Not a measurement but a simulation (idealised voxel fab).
process module | voxel fin reveal
cross-section cut | 285 nm wide | cells 5 nm
A cross-section is a grid of square cells, given in bands from the top down. A band is one or more rows of cells.
Each band's line starts with the height of the band's top and of its bottom, in nm. Then come its materials from left to right, each with its width in nm. One material with "throughout" fills the band from edge to edge. "air" is empty space.
Height 0 is the level under which the wafer as received is all one material. The lowest band goes on downwards, as in "0 down".
A width such as "30 to 40" changes by the same amount from each row of cells to the next, from the band's top row to its bottom row.
"no change" after a step means that no cell of the cross-section changed.
closed voids: empty space of 8 cells or more with no open way to the top, each as width x height at its distance from the left edge, in nm
after a step's settings: what the simulator itself notes on the step
overlay nm, on a step with a mask: how far to the right of its planned place the mask lay; to the left if negative
plan
1 op RECEIVE | material Si
2 op CONFORMAL_DEP | material SiN | thk nm 10
3 op DIRECTIONAL_DEP | material aC | thk nm 15
4 op PATTERN | tone cover | mask id FINS | material resist | width nm 15 | pitch nm 45 | thk nm 35 | overlay nm 0
5 op DIRECTIONAL_ETCH | etch materials aC | depth nm 15
6 op STRIP | etch materials resist
7 op DIRECTIONAL_ETCH | etch materials SiN | depth nm 10
8 op DIRECTIONAL_ETCH | etch materials Si | depth nm 35
9 op STRIP | etch materials aC
10 op FILL_DEP | material SiO2 | thk nm 10
11 op CMP | height nm 10
12 op SELECTIVE_ETCH | etch materials SiO2 | depth nm 35
13 op STRIP | etch materials SiN
14 op CONFORMAL_DEP | material HfO2 | thk nm 5
as received, after step 1
  0 down: Si throughout
  closed voids: none
a wafer at the end: this start, this plan, one mistake
  5 to 0: air 85 | HfO2 30 | air 15 | HfO2 30 | air 15 | HfO2 30 | air 80
  0 to -20: air 85 | HfO2 5 | Si 20 | HfO2 5 | air 15 | HfO2 5 | Si 20 | HfO2 5 | air 15 | HfO2 5 | Si 20 | HfO2 5 | air 80
  -20 to -25: HfO2 90 | Si 20 | HfO2 25 | Si 20 | HfO2 25 | Si 20 | HfO2 85
  -25 to -35: SiO2 90 | Si 20 | SiO2 25 | Si 20 | SiO2 25 | Si 20 | SiO2 85
  -35 down: Si throughout
  closed voids: none
what went wrong: step 4 ran as: op PATTERN | tone cover | mask id FINS | material resist | width nm 20 | pitch nm 45 | thk nm 35 | overlay nm 0
